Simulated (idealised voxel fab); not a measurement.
process module | voxel wiring stack
The cross-section shown here is cut; it is 225 nm wide and divided into square cells measuring 5 nm on a side.
A cross-section is written here as square cells arranged in a grid, and it is given in bands from the top down, each band taking up one or more rows of cells.
What a band's entry tells you: where the top is and where the bottom is, as heights in nm, and after that what lies inside, material by material from left to right, each with its width in nm. Empty space is written as the word "empty", and a single material marked with the word "all across" occupies the band from edge to edge.
Heights are reckoned from 0. Under this level, the received wafer is all of one material. The bottommost band is open-ended downward, for example "from 0 down".
The width entry "30..40" should be interpreted row by row: the top row of cells in the band takes the first number, the bottom row takes the second number, and the change between adjacent rows is uniform throughout.
When a step is marked "nothing altered", none of the cells in the cross-section changed during that step.
Look at "Fully sealed cavities" for the closed voids: empty spaces with no open path to the top, sized 8 cells or up. Each is width x height at distance, distance from the left edge, all nm.
Post-settings text on a step line: simulator's own remark regarding the step.
overlay nm: step with mask; distance mask lay right of planned place; negative value = left of planned place.
-- This section lists the process steps that were planned
- 1: RECEIVE [material Si]
- 2: CONFORMAL_DEP [material SiO2] [thk nm 10]
- 3: DIRECTIONAL_DEP [material TiN] [thk nm 5]
- 4: DIRECTIONAL_DEP [material Ru] [thk nm 20]
- 5: DIRECTIONAL_DEP [material aC] [thk nm 10]
- 6: PATTERN [tone cover] [mask id METAL_1] [material resist] [width nm 30] [pitch nm 50] [thk nm 30] [overlay nm 0]
- 7: DIRECTIONAL_ETCH [etch materials aC] [depth nm 10]
- 8: STRIP [etch materials resist]
- 9: DIRECTIONAL_ETCH [etch materials Ru] [depth nm 20]
- 10: DIRECTIONAL_ETCH [etch materials TiN] [depth nm 5]
- 11: STRIP [etch materials aC]
- 12: CONFORMAL_DEP [material SiCN] [thk nm 5]
- 13: FILL_DEP [material lowk] [thk nm 5]
- 14: CMP [height nm 35]
- 15: CONFORMAL_DEP [material SiCN] [thk nm 5]
- 16: DIRECTIONAL_DEP [material lowk] [thk nm 15]
- 17: MASKED_ETCH [tone open] [mask id PLUG_1] [width nm 15] [pitch nm 50] [etch materials lowk] [depth nm 15] [overlay nm 0]
- 18: MASKED_ETCH [tone open] [mask id PLUG_1] [width nm 15] [pitch nm 50] [etch materials SiCN] [depth nm 5] [overlay nm 0]
- 19: CONFORMAL_DEP [material TiN] [thk nm 5]
- 20: FILL_DEP [material Cu] [thk nm 10]
- 21: CMP [height nm 55]
- 22: DIRECTIONAL_DEP [material TiN] [thk nm 5]
- 23: DIRECTIONAL_DEP [material W] [thk nm 20]
- 24: PATTERN [tone cover] [mask id METAL_2] [material resist] [width nm 30] [pitch nm 50] [thk nm 15] [overlay nm 0]
- 25: DIRECTIONAL_ETCH [etch materials W] [depth nm 20]
- 26: DIRECTIONAL_ETCH [etch materials TiN] [depth nm 5]
- 27: STRIP [etch materials resist]
- 28: FILL_DEP [material lowk] [thk nm 5]
- 29: CMP [height nm 80]
- 30: CONFORMAL_DEP [material SiCN] [thk nm 5]
- 31: DIRECTIONAL_DEP [material SiO2] [thk nm 10]
- 32: PATTERN [tone open] [mask id PLUG_2] [material resist] [width nm 15] [pitch nm 100] [thk nm 20] [overlay nm 0]
- 33: DIRECTIONAL_ETCH [etch materials SiO2] [depth nm 10]
- 34: DIRECTIONAL_ETCH [etch materials SiCN] [depth nm 5]
- 35: STRIP [etch materials resist]
- 36: EPI [material Ru] [thk nm 10]
- 37: EPI [material Ru] [thk nm 5]
- 38: DIRECTIONAL_DEP [material TiN] [thk nm 5]
- 39: DIRECTIONAL_DEP [material Ru] [thk nm 25]
- 40: PATTERN [tone cover] [mask id METAL_3] [material resist] [width nm 30] [pitch nm 50] [thk nm 20] [overlay nm 0]
- 41: DIRECTIONAL_ETCH [etch materials Ru] [depth nm 25]
- 42: DIRECTIONAL_ETCH [etch materials TiN] [depth nm 5]
- 43: STRIP [etch materials resist]
- 44: FILL_DEP [material lowk] [thk nm 10]
- 45: CMP [height nm 125]
- 46: CONFORMAL_DEP [material SiN] [thk nm 5]
-- The first of the two wafers, which ran as planned
-- Delivered wafer in cross-section: state after step 1
  from 0 down | Si all across
  Fully sealed cavities: none
-- Wafer after step 2 (cross-section)
  from 10 to 0 | SiO2 all across
  below 0: unchanged
-- Wafer after step 3 (cross-section)
  from 15 to 10 | TiN all across
  below 10: unchanged
-- Wafer after step 4 (cross-section)
  from 35 to 15 | Ru all across
  below 15: unchanged
-- Wafer after step 5 (cross-section)
  from 45 to 35 | aC all across
  below 35: unchanged
-- Wafer after step 6 (cross-section)
  from 75 to 45 | empty 20 nm | resist 30 nm | empty 20 nm | resist 30 nm | empty 20 nm | resist 30 nm | empty 20 nm | resist 30 nm | empty 25 nm
  below 45: unchanged
-- Wafer after step 7 (cross-section)
  from 65 to 45 | empty 20 nm | resist 30 nm | empty 20 nm | resist 30 nm | empty 20 nm | resist 30 nm | empty 20 nm | resist 30 nm | empty 25 nm
  from 45 to 35 | empty 20 nm | aC 30 nm | empty 20 nm | aC 30 nm | empty 20 nm | aC 30 nm | empty 20 nm | aC 30 nm | empty 25 nm
  below 35: unchanged
-- Wafer after step 8 (cross-section)
  from 45 to 35 | empty 20 nm | aC 30 nm | empty 20 nm | aC 30 nm | empty 20 nm | aC 30 nm | empty 20 nm | aC 30 nm | empty 25 nm
  below 35: unchanged
-- Wafer after step 9 (cross-section)
  from 45 to 35 | empty 20 nm | aC 30 nm | empty 20 nm | aC 30 nm | empty 20 nm | aC 30 nm | empty 20 nm | aC 30 nm | empty 25 nm
  from 35 to 15 | empty 20 nm | Ru 30 nm | empty 20 nm | Ru 30 nm | empty 20 nm | Ru 30 nm | empty 20 nm | Ru 30 nm | empty 25 nm
  below 15: unchanged
-- Wafer after step 10 (cross-section)
  from 45 to 35 | empty 20 nm | aC 30 nm | empty 20 nm | aC 30 nm | empty 20 nm | aC 30 nm | empty 20 nm | aC 30 nm | empty 25 nm
  from 35 to 15 | empty 20 nm | Ru 30 nm | empty 20 nm | Ru 30 nm | empty 20 nm | Ru 30 nm | empty 20 nm | Ru 30 nm | empty 25 nm
  from 15 to 10 | empty 20 nm | TiN 30 nm | empty 20 nm | TiN 30 nm | empty 20 nm | TiN 30 nm | empty 20 nm | TiN 30 nm | empty 25 nm
  below 10: unchanged
-- Wafer after step 11 (cross-section)
  from 35 to 15 | empty 20 nm | Ru 30 nm | empty 20 nm | Ru 30 nm | empty 20 nm | Ru 30 nm | empty 20 nm | Ru 30 nm | empty 25 nm
  below 15: unchanged
-- Wafer after step 12 (cross-section)
  from 40 to 35 | empty 15 nm | SiCN 40 nm | empty 10 nm | SiCN 40 nm | empty 10 nm | SiCN 40 nm | empty 10 nm | SiCN 40 nm | empty 20 nm
  from 35 to 15 | empty 15 nm | SiCN 5 nm | Ru 30 nm | SiCN 5 nm | empty 10 nm | SiCN 5 nm | Ru 30 nm | SiCN 5 nm | empty 10 nm | SiCN 5 nm | Ru 30 nm | SiCN 5 nm | empty 10 nm | SiCN 5 nm | Ru 30 nm | SiCN 5 nm | empty 20 nm
  from 15 to 10 | SiCN 20 nm | TiN 30 nm | SiCN 20 nm | TiN 30 nm | SiCN 20 nm | TiN 30 nm | SiCN 20 nm | TiN 30 nm | SiCN 25 nm
  below 10: unchanged
-- Wafer after step 13 (cross-section)
  from 45 to 40 | lowk all across
  from 40 to 35 | lowk 15 nm | SiCN 40 nm | lowk 10 nm | SiCN 40 nm | lowk 10 nm | SiCN 40 nm | lowk 10 nm | SiCN 40 nm | lowk 20 nm
  from 35 to 15 | lowk 15 nm | SiCN 5 nm | Ru 30 nm | SiCN 5 nm | lowk 10 nm | SiCN 5 nm | Ru 30 nm | SiCN 5 nm | lowk 10 nm | SiCN 5 nm | Ru 30 nm | SiCN 5 nm | lowk 10 nm | SiCN 5 nm | Ru 30 nm | SiCN 5 nm | lowk 20 nm
  below 15: unchanged
-- Wafer after step 14 (cross-section)
  from 35 to 15 | lowk 15 nm | SiCN 5 nm | Ru 30 nm | SiCN 5 nm | lowk 10 nm | SiCN 5 nm | Ru 30 nm | SiCN 5 nm | lowk 10 nm | SiCN 5 nm | Ru 30 nm | SiCN 5 nm | lowk 10 nm | SiCN 5 nm | Ru 30 nm | SiCN 5 nm | lowk 20 nm
  below 15: unchanged
-- Wafer after step 15 (cross-section)
  from 40 to 35 | SiCN all across
  below 35: unchanged
-- Wafer after step 16 (cross-section)
  from 55 to 40 | lowk all across
  below 40: unchanged
-- Wafer after step 17 (cross-section)
  from 55 to 40 | lowk 20 nm | empty 15 nm | lowk 35 nm | empty 15 nm | lowk 35 nm | empty 15 nm | lowk 35 nm | empty 15 nm | lowk 40 nm
  below 40: unchanged
-- Wafer after step 18 (cross-section)
  from 55 to 40 | lowk 20 nm | empty 15 nm | lowk 35 nm | empty 15 nm | lowk 35 nm | empty 15 nm | lowk 35 nm | empty 15 nm | lowk 40 nm
  from 40 to 35 | SiCN 20 nm | empty 15 nm | SiCN 35 nm | empty 15 nm | SiCN 35 nm | empty 15 nm | SiCN 35 nm | empty 15 nm | SiCN 40 nm
  below 35: unchanged
-- Wafer after step 19 (cross-section)
  from 60 to 55 | TiN 25 nm | empty 5 nm | TiN 45 nm | empty 5 nm | TiN 45 nm | empty 5 nm | TiN 45 nm | empty 5 nm | TiN 45 nm
  from 55 to 40 | lowk 20 nm | TiN 5 nm | empty 5 nm | TiN 5 nm | lowk 35 nm | TiN 5 nm | empty 5 nm | TiN 5 nm | lowk 35 nm | TiN 5 nm | empty 5 nm | TiN 5 nm | lowk 35 nm | TiN 5 nm | empty 5 nm | TiN 5 nm | lowk 40 nm
  from 40 to 35 | SiCN 20 nm | TiN 15 nm | SiCN 35 nm | TiN 15 nm | SiCN 35 nm | TiN 15 nm | SiCN 35 nm | TiN 15 nm | SiCN 40 nm
  below 35: unchanged
-- Wafer after step 20 (cross-section)
  from 70 to 60 | Cu all across
  from 60 to 55 | TiN 25 nm | Cu 5 nm | TiN 45 nm | Cu 5 nm | TiN 45 nm | Cu 5 nm | TiN 45 nm | Cu 5 nm | TiN 45 nm
  from 55 to 40 | lowk 20 nm | TiN 5 nm | Cu 5 nm | TiN 5 nm | lowk 35 nm | TiN 5 nm | Cu 5 nm | TiN 5 nm | lowk 35 nm | TiN 5 nm | Cu 5 nm | TiN 5 nm | lowk 35 nm | TiN 5 nm | Cu 5 nm | TiN 5 nm | lowk 40 nm
  below 40: unchanged
-- Wafer after step 21 (cross-section)
  from 55 to 40 | lowk 20 nm | TiN 5 nm | Cu 5 nm | TiN 5 nm | lowk 35 nm | TiN 5 nm | Cu 5 nm | TiN 5 nm | lowk 35 nm | TiN 5 nm | Cu 5 nm | TiN 5 nm | lowk 35 nm | TiN 5 nm | Cu 5 nm | TiN 5 nm | lowk 40 nm
  below 40: unchanged
-- Wafer after step 22 (cross-section)
  from 60 to 55 | TiN all across
  below 55: unchanged
-- Wafer after step 23 (cross-section)
  from 80 to 60 | W all across
  below 60: unchanged
-- Wafer after step 24 (cross-section)
  from 95 to 80 | empty 20 nm | resist 30 nm | empty 20 nm | resist 30 nm | empty 20 nm | resist 30 nm | empty 20 nm | resist 30 nm | empty 25 nm
  below 80: unchanged
-- Wafer after step 25 (cross-section)
  from 95 to 80 | empty 20 nm | resist 30 nm | empty 20 nm | resist 30 nm | empty 20 nm | resist 30 nm | empty 20 nm | resist 30 nm | empty 25 nm
  from 80 to 60 | empty 20 nm | W 30 nm | empty 20 nm | W 30 nm | empty 20 nm | W 30 nm | empty 20 nm | W 30 nm | empty 25 nm
  below 60: unchanged
-- Wafer after step 26 (cross-section)
  from 95 to 80 | empty 20 nm | resist 30 nm | empty 20 nm | resist 30 nm | empty 20 nm | resist 30 nm | empty 20 nm | resist 30 nm | empty 25 nm
  from 80 to 60 | empty 20 nm | W 30 nm | empty 20 nm | W 30 nm | empty 20 nm | W 30 nm | empty 20 nm | W 30 nm | empty 25 nm
  from 60 to 55 | empty 20 nm | TiN 30 nm | empty 20 nm | TiN 30 nm | empty 20 nm | TiN 30 nm | empty 20 nm | TiN 30 nm | empty 25 nm
  below 55: unchanged
-- Wafer after step 27 (cross-section)
  from 80 to 60 | empty 20 nm | W 30 nm | empty 20 nm | W 30 nm | empty 20 nm | W 30 nm | empty 20 nm | W 30 nm | empty 25 nm
  below 60: unchanged
-- Wafer after step 28 (cross-section)
  from 85 to 80 | lowk all across
  from 80 to 60 | lowk 20 nm | W 30 nm | lowk 20 nm | W 30 nm | lowk 20 nm | W 30 nm | lowk 20 nm | W 30 nm | lowk 25 nm
  from 60 to 55 | lowk 20 nm | TiN 30 nm | lowk 20 nm | TiN 30 nm | lowk 20 nm | TiN 30 nm | lowk 20 nm | TiN 30 nm | lowk 25 nm
  below 55: unchanged
-- Wafer after step 29 (cross-section)
  from 80 to 60 | lowk 20 nm | W 30 nm | lowk 20 nm | W 30 nm | lowk 20 nm | W 30 nm | lowk 20 nm | W 30 nm | lowk 25 nm
  below 60: unchanged
-- Wafer after step 30 (cross-section)
  from 85 to 80 | SiCN all across
  below 80: unchanged
-- Wafer after step 31 (cross-section)
  from 95 to 85 | SiO2 all across
  below 85: unchanged
-- Wafer after step 32 (cross-section)
  from 115 to 95 | resist 20 nm | empty 15 nm | resist 85 nm | empty 15 nm | resist 90 nm
  below 95: unchanged
-- Wafer after step 33 (cross-section)
  from 115 to 95 | resist 20 nm | empty 15 nm | resist 85 nm | empty 15 nm | resist 90 nm
  from 95 to 85 | SiO2 20 nm | empty 15 nm | SiO2 85 nm | empty 15 nm | SiO2 90 nm
  below 85: unchanged
-- Wafer after step 34 (cross-section)
  from 115 to 95 | resist 20 nm | empty 15 nm | resist 85 nm | empty 15 nm | resist 90 nm
  from 95 to 85 | SiO2 20 nm | empty 15 nm | SiO2 85 nm | empty 15 nm | SiO2 90 nm
  from 85 to 80 | SiCN 20 nm | empty 15 nm | SiCN 85 nm | empty 15 nm | SiCN 90 nm
  below 80: unchanged
-- Wafer after step 35 (cross-section)
  from 95 to 85 | SiO2 20 nm | empty 15 nm | SiO2 85 nm | empty 15 nm | SiO2 90 nm
  below 85: unchanged
-- Wafer after step 36 (cross-section)
  from 95 to 90 | SiO2 20 nm | empty 15 nm | SiO2 85 nm | empty 15 nm | SiO2 90 nm
  from 90 to 85 | SiO2 20 nm | Ru 15 nm | SiO2 85 nm | Ru 15 nm | SiO2 90 nm
  from 85 to 80 | SiCN 20 nm | Ru 15 nm | SiCN 85 nm | Ru 15 nm | SiCN 90 nm
  below 80: unchanged
-- Wafer after step 37 (cross-section)
  from 95 to 85 | SiO2 20 nm | Ru 15 nm | SiO2 85 nm | Ru 15 nm | SiO2 90 nm
  below 85: unchanged
-- Wafer after step 38 (cross-section)
  from 100 to 95 | TiN all across
  below 95: unchanged
-- Wafer after step 39 (cross-section)
  from 125 to 100 | Ru all across
  below 100: unchanged
-- Wafer after step 40 (cross-section)
  from 145 to 125 | empty 20 nm | resist 30 nm | empty 20 nm | resist 30 nm | empty 20 nm | resist 30 nm | empty 20 nm | resist 30 nm | empty 25 nm
  below 125: unchanged
-- Wafer after step 41 (cross-section)
  from 145 to 125 | empty 20 nm | resist 30 nm | empty 20 nm | resist 30 nm | empty 20 nm | resist 30 nm | empty 20 nm | resist 30 nm | empty 25 nm
  from 125 to 100 | empty 20 nm | Ru 30 nm | empty 20 nm | Ru 30 nm | empty 20 nm | Ru 30 nm | empty 20 nm | Ru 30 nm | empty 25 nm
  below 100: unchanged
-- Wafer after step 42 (cross-section)
  from 145 to 125 | empty 20 nm | resist 30 nm | empty 20 nm | resist 30 nm | empty 20 nm | resist 30 nm | empty 20 nm | resist 30 nm | empty 25 nm
  from 125 to 100 | empty 20 nm | Ru 30 nm | empty 20 nm | Ru 30 nm | empty 20 nm | Ru 30 nm | empty 20 nm | Ru 30 nm | empty 25 nm
  from 100 to 95 | empty 20 nm | TiN 30 nm | empty 20 nm | TiN 30 nm | empty 20 nm | TiN 30 nm | empty 20 nm | TiN 30 nm | empty 25 nm
  below 95: unchanged
-- Wafer after step 43 (cross-section)
  from 125 to 100 | empty 20 nm | Ru 30 nm | empty 20 nm | Ru 30 nm | empty 20 nm | Ru 30 nm | empty 20 nm | Ru 30 nm | empty 25 nm
  below 100: unchanged
-- Wafer after step 44 (cross-section)
  from 135 to 125 | lowk all across
  from 125 to 100 | lowk 20 nm | Ru 30 nm | lowk 20 nm | Ru 30 nm | lowk 20 nm | Ru 30 nm | lowk 20 nm | Ru 30 nm | lowk 25 nm
  from 100 to 95 | lowk 20 nm | TiN 30 nm | lowk 20 nm | TiN 30 nm | lowk 20 nm | TiN 30 nm | lowk 20 nm | TiN 30 nm | lowk 25 nm
  below 95: unchanged
-- Wafer after step 45 (cross-section)
  from 125 to 100 | lowk 20 nm | Ru 30 nm | lowk 20 nm | Ru 30 nm | lowk 20 nm | Ru 30 nm | lowk 20 nm | Ru 30 nm | lowk 25 nm
  below 100: unchanged
-- Wafer after step 46 (cross-section)
  from 130 to 125 | SiN all across
  below 125: unchanged
-- The second wafer was prepared from the same starting point and under the same plan as the first; its processing contained one mistake, and it remains indistinguishable from the first wafer up to and including step 1
X-section, second wafer, when step 2 was due to finish: nothing altered
-- X-section, second wafer, when step 3 was due to finish
  from 5 to 0 | TiN all across
  below 0: unchanged
-- X-section, second wafer, when step 4 was due to finish
  from 25 to 5 | Ru all across
  below 5: unchanged
-- X-section, second wafer, when step 5 was due to finish
  from 35 to 25 | aC all across
  below 25: unchanged
-- X-section, second wafer, when step 6 was due to finish
  from 65 to 35 | empty 20 nm | resist 30 nm | empty 20 nm | resist 30 nm | empty 20 nm | resist 30 nm | empty 20 nm | resist 30 nm | empty 25 nm
  below 35: unchanged
-- X-section, second wafer, when step 7 was due to finish
  from 55 to 35 | empty 20 nm | resist 30 nm | empty 20 nm | resist 30 nm | empty 20 nm | resist 30 nm | empty 20 nm | resist 30 nm | empty 25 nm
  from 35 to 25 | empty 20 nm | aC 30 nm | empty 20 nm | aC 30 nm | empty 20 nm | aC 30 nm | empty 20 nm | aC 30 nm | empty 25 nm
  below 25: unchanged
-- X-section, second wafer, when step 8 was due to finish
  from 35 to 25 | empty 20 nm | aC 30 nm | empty 20 nm | aC 30 nm | empty 20 nm | aC 30 nm | empty 20 nm | aC 30 nm | empty 25 nm
  below 25: unchanged
-- X-section, second wafer, when step 9 was due to finish
  from 35 to 25 | empty 20 nm | aC 30 nm | empty 20 nm | aC 30 nm | empty 20 nm | aC 30 nm | empty 20 nm | aC 30 nm | empty 25 nm
  from 25 to 5 | empty 20 nm | Ru 30 nm | empty 20 nm | Ru 30 nm | empty 20 nm | Ru 30 nm | empty 20 nm | Ru 30 nm | empty 25 nm
  below 5: unchanged
-- X-section, second wafer, when step 10 was due to finish
  from 35 to 25 | empty 20 nm | aC 30 nm | empty 20 nm | aC 30 nm | empty 20 nm | aC 30 nm | empty 20 nm | aC 30 nm | empty 25 nm
  from 25 to 5 | empty 20 nm | Ru 30 nm | empty 20 nm | Ru 30 nm | empty 20 nm | Ru 30 nm | empty 20 nm | Ru 30 nm | empty 25 nm
  from 5 to 0 | empty 20 nm | TiN 30 nm | empty 20 nm | TiN 30 nm | empty 20 nm | TiN 30 nm | empty 20 nm | TiN 30 nm | empty 25 nm
  below 0: unchanged
-- X-section, second wafer, when step 11 was due to finish
  from 25 to 5 | empty 20 nm | Ru 30 nm | empty 20 nm | Ru 30 nm | empty 20 nm | Ru 30 nm | empty 20 nm | Ru 30 nm | empty 25 nm
  below 5: unchanged
-- X-section, second wafer, when step 12 was due to finish
  from 30 to 25 | empty 15 nm | SiCN 40 nm | empty 10 nm | SiCN 40 nm | empty 10 nm | SiCN 40 nm | empty 10 nm | SiCN 40 nm | empty 20 nm
  from 25 to 5 | empty 15 nm | SiCN 5 nm | Ru 30 nm | SiCN 5 nm | empty 10 nm | SiCN 5 nm | Ru 30 nm | SiCN 5 nm | empty 10 nm | SiCN 5 nm | Ru 30 nm | SiCN 5 nm | empty 10 nm | SiCN 5 nm | Ru 30 nm | SiCN 5 nm | empty 20 nm
  from 5 to 0 | SiCN 20 nm | TiN 30 nm | SiCN 20 nm | TiN 30 nm | SiCN 20 nm | TiN 30 nm | SiCN 20 nm | TiN 30 nm | SiCN 25 nm
  below 0: unchanged
-- X-section, second wafer, when step 13 was due to finish
  from 35 to 30 | lowk all across
  from 30 to 25 | lowk 15 nm | SiCN 40 nm | lowk 10 nm | SiCN 40 nm | lowk 10 nm | SiCN 40 nm | lowk 10 nm | SiCN 40 nm | lowk 20 nm
  from 25 to 5 | lowk 15 nm | SiCN 5 nm | Ru 30 nm | SiCN 5 nm | lowk 10 nm | SiCN 5 nm | Ru 30 nm | SiCN 5 nm | lowk 10 nm | SiCN 5 nm | Ru 30 nm | SiCN 5 nm | lowk 10 nm | SiCN 5 nm | Ru 30 nm | SiCN 5 nm | lowk 20 nm
  below 5: unchanged
X-section, second wafer, when step 14 was due to finish: nothing altered
-- X-section, second wafer, when step 15 was due to finish
  from 40 to 35 | SiCN all across
  below 35: unchanged
-- X-section, second wafer, when step 16 was due to finish
  from 55 to 40 | lowk all across
  below 40: unchanged
-- X-section, second wafer, when step 17 was due to finish
  from 55 to 40 | lowk 20 nm | empty 15 nm | lowk 35 nm | empty 15 nm | lowk 35 nm | empty 15 nm | lowk 35 nm | empty 15 nm | lowk 40 nm
  below 40: unchanged
-- X-section, second wafer, when step 18 was due to finish
  from 55 to 40 | lowk 20 nm | empty 15 nm | lowk 35 nm | empty 15 nm | lowk 35 nm | empty 15 nm | lowk 35 nm | empty 15 nm | lowk 40 nm
  from 40 to 35 | SiCN 20 nm | empty 15 nm | SiCN 35 nm | empty 15 nm | SiCN 35 nm | empty 15 nm | SiCN 35 nm | empty 15 nm | SiCN 40 nm
  below 35: unchanged
-- X-section, second wafer, when step 19 was due to finish
  from 60 to 55 | TiN 25 nm | empty 5 nm | TiN 45 nm | empty 5 nm | TiN 45 nm | empty 5 nm | TiN 45 nm | empty 5 nm | TiN 45 nm
  from 55 to 40 | lowk 20 nm | TiN 5 nm | empty 5 nm | TiN 5 nm | lowk 35 nm | TiN 5 nm | empty 5 nm | TiN 5 nm | lowk 35 nm | TiN 5 nm | empty 5 nm | TiN 5 nm | lowk 35 nm | TiN 5 nm | empty 5 nm | TiN 5 nm | lowk 40 nm
  from 40 to 35 | SiCN 20 nm | TiN 15 nm | SiCN 35 nm | TiN 15 nm | SiCN 35 nm | TiN 15 nm | SiCN 35 nm | TiN 15 nm | SiCN 40 nm
  below 35: unchanged
-- X-section, second wafer, when step 20 was due to finish
  from 70 to 60 | Cu all across
  from 60 to 55 | TiN 25 nm | Cu 5 nm | TiN 45 nm | Cu 5 nm | TiN 45 nm | Cu 5 nm | TiN 45 nm | Cu 5 nm | TiN 45 nm
  from 55 to 40 | lowk 20 nm | TiN 5 nm | Cu 5 nm | TiN 5 nm | lowk 35 nm | TiN 5 nm | Cu 5 nm | TiN 5 nm | lowk 35 nm | TiN 5 nm | Cu 5 nm | TiN 5 nm | lowk 35 nm | TiN 5 nm | Cu 5 nm | TiN 5 nm | lowk 40 nm
  below 40: unchanged
-- X-section, second wafer, when step 21 was due to finish
  from 55 to 40 | lowk 20 nm | TiN 5 nm | Cu 5 nm | TiN 5 nm | lowk 35 nm | TiN 5 nm | Cu 5 nm | TiN 5 nm | lowk 35 nm | TiN 5 nm | Cu 5 nm | TiN 5 nm | lowk 35 nm | TiN 5 nm | Cu 5 nm | TiN 5 nm | lowk 40 nm
  below 40: unchanged
-- X-section, second wafer, when step 22 was due to finish
  from 60 to 55 | TiN all across
  below 55: unchanged
-- X-section, second wafer, when step 23 was due to finish
  from 80 to 60 | W all across
  below 60: unchanged
-- X-section, second wafer, when step 24 was due to finish
  from 95 to 80 | empty 20 nm | resist 30 nm | empty 20 nm | resist 30 nm | empty 20 nm | resist 30 nm | empty 20 nm | resist 30 nm | empty 25 nm
  below 80: unchanged
-- X-section, second wafer, when step 25 was due to finish
  from 95 to 80 | empty 20 nm | resist 30 nm | empty 20 nm | resist 30 nm | empty 20 nm | resist 30 nm | empty 20 nm | resist 30 nm | empty 25 nm
  from 80 to 60 | empty 20 nm | W 30 nm | empty 20 nm | W 30 nm | empty 20 nm | W 30 nm | empty 20 nm | W 30 nm | empty 25 nm
  below 60: unchanged
-- X-section, second wafer, when step 26 was due to finish
  from 95 to 80 | empty 20 nm | resist 30 nm | empty 20 nm | resist 30 nm | empty 20 nm | resist 30 nm | empty 20 nm | resist 30 nm | empty 25 nm
  from 80 to 60 | empty 20 nm | W 30 nm | empty 20 nm | W 30 nm | empty 20 nm | W 30 nm | empty 20 nm | W 30 nm | empty 25 nm
  from 60 to 55 | empty 20 nm | TiN 30 nm | empty 20 nm | TiN 30 nm | empty 20 nm | TiN 30 nm | empty 20 nm | TiN 30 nm | empty 25 nm
  below 55: unchanged
-- X-section, second wafer, when step 27 was due to finish
  from 80 to 60 | empty 20 nm | W 30 nm | empty 20 nm | W 30 nm | empty 20 nm | W 30 nm | empty 20 nm | W 30 nm | empty 25 nm
  below 60: unchanged
-- X-section, second wafer, when step 28 was due to finish
  from 85 to 80 | lowk all across
  from 80 to 60 | lowk 20 nm | W 30 nm | lowk 20 nm | W 30 nm | lowk 20 nm | W 30 nm | lowk 20 nm | W 30 nm | lowk 25 nm
  from 60 to 55 | lowk 20 nm | TiN 30 nm | lowk 20 nm | TiN 30 nm | lowk 20 nm | TiN 30 nm | lowk 20 nm | TiN 30 nm | lowk 25 nm
  below 55: unchanged
-- X-section, second wafer, when step 29 was due to finish
  from 80 to 60 | lowk 20 nm | W 30 nm | lowk 20 nm | W 30 nm | lowk 20 nm | W 30 nm | lowk 20 nm | W 30 nm | lowk 25 nm
  below 60: unchanged
-- X-section, second wafer, when step 30 was due to finish
  from 85 to 80 | SiCN all across
  below 80: unchanged
-- X-section, second wafer, when step 31 was due to finish
  from 95 to 85 | SiO2 all across
  below 85: unchanged
-- X-section, second wafer, when step 32 was due to finish
  from 115 to 95 | resist 20 nm | empty 15 nm | resist 85 nm | empty 15 nm | resist 90 nm
  below 95: unchanged
-- X-section, second wafer, when step 33 was due to finish
  from 115 to 95 | resist 20 nm | empty 15 nm | resist 85 nm | empty 15 nm | resist 90 nm
  from 95 to 85 | SiO2 20 nm | empty 15 nm | SiO2 85 nm | empty 15 nm | SiO2 90 nm
  below 85: unchanged
-- X-section, second wafer, when step 34 was due to finish
  from 115 to 95 | resist 20 nm | empty 15 nm | resist 85 nm | empty 15 nm | resist 90 nm
  from 95 to 85 | SiO2 20 nm | empty 15 nm | SiO2 85 nm | empty 15 nm | SiO2 90 nm
  from 85 to 80 | SiCN 20 nm | empty 15 nm | SiCN 85 nm | empty 15 nm | SiCN 90 nm
  below 80: unchanged
-- X-section, second wafer, when step 35 was due to finish
  from 95 to 85 | SiO2 20 nm | empty 15 nm | SiO2 85 nm | empty 15 nm | SiO2 90 nm
  below 85: unchanged
-- X-section, second wafer, when step 36 was due to finish
  from 95 to 90 | SiO2 20 nm | empty 15 nm | SiO2 85 nm | empty 15 nm | SiO2 90 nm
  from 90 to 85 | SiO2 20 nm | Ru 15 nm | SiO2 85 nm | Ru 15 nm | SiO2 90 nm
  from 85 to 80 | SiCN 20 nm | Ru 15 nm | SiCN 85 nm | Ru 15 nm | SiCN 90 nm
  below 80: unchanged
-- X-section, second wafer, when step 37 was due to finish
  from 95 to 85 | SiO2 20 nm | Ru 15 nm | SiO2 85 nm | Ru 15 nm | SiO2 90 nm
  below 85: unchanged
-- X-section, second wafer, when step 38 was due to finish
  from 100 to 95 | TiN all across
  below 95: unchanged
-- X-section, second wafer, when step 39 was due to finish
  from 125 to 100 | Ru all across
  below 100: unchanged
-- X-section, second wafer, when step 40 was due to finish
  from 145 to 125 | empty 20 nm | resist 30 nm | empty 20 nm | resist 30 nm | empty 20 nm | resist 30 nm | empty 20 nm | resist 30 nm | empty 25 nm
  below 125: unchanged
-- X-section, second wafer, when step 41 was due to finish
  from 145 to 125 | empty 20 nm | resist 30 nm | empty 20 nm | resist 30 nm | empty 20 nm | resist 30 nm | empty 20 nm | resist 30 nm | empty 25 nm
  from 125 to 100 | empty 20 nm | Ru 30 nm | empty 20 nm | Ru 30 nm | empty 20 nm | Ru 30 nm | empty 20 nm | Ru 30 nm | empty 25 nm
  below 100: unchanged
-- X-section, second wafer, when step 42 was due to finish
  from 145 to 125 | empty 20 nm | resist 30 nm | empty 20 nm | resist 30 nm | empty 20 nm | resist 30 nm | empty 20 nm | resist 30 nm | empty 25 nm
  from 125 to 100 | empty 20 nm | Ru 30 nm | empty 20 nm | Ru 30 nm | empty 20 nm | Ru 30 nm | empty 20 nm | Ru 30 nm | empty 25 nm
  from 100 to 95 | empty 20 nm | TiN 30 nm | empty 20 nm | TiN 30 nm | empty 20 nm | TiN 30 nm | empty 20 nm | TiN 30 nm | empty 25 nm
  below 95: unchanged
-- X-section, second wafer, when step 43 was due to finish
  from 125 to 100 | empty 20 nm | Ru 30 nm | empty 20 nm | Ru 30 nm | empty 20 nm | Ru 30 nm | empty 20 nm | Ru 30 nm | empty 25 nm
  below 100: unchanged
-- X-section, second wafer, when step 44 was due to finish
  from 135 to 125 | lowk all across
  from 125 to 100 | lowk 20 nm | Ru 30 nm | lowk 20 nm | Ru 30 nm | lowk 20 nm | Ru 30 nm | lowk 20 nm | Ru 30 nm | lowk 25 nm
  from 100 to 95 | lowk 20 nm | TiN 30 nm | lowk 20 nm | TiN 30 nm | lowk 20 nm | TiN 30 nm | lowk 20 nm | TiN 30 nm | lowk 25 nm
  below 95: unchanged
-- X-section, second wafer, when step 45 was due to finish
  from 125 to 100 | lowk 20 nm | Ru 30 nm | lowk 20 nm | Ru 30 nm | lowk 20 nm | Ru 30 nm | lowk 20 nm | Ru 30 nm | lowk 25 nm
  below 100: unchanged
-- X-section, second wafer, when step 46 was due to finish
  from 130 to 125 | SiN all across
  below 125: unchanged
Plan not followed: step 2 in the plan did not get run; it was skipped
Final wafer comparison in cells, second versus first, more or fewer per material: +32 SiCN; -90 SiO2; +58 lowk
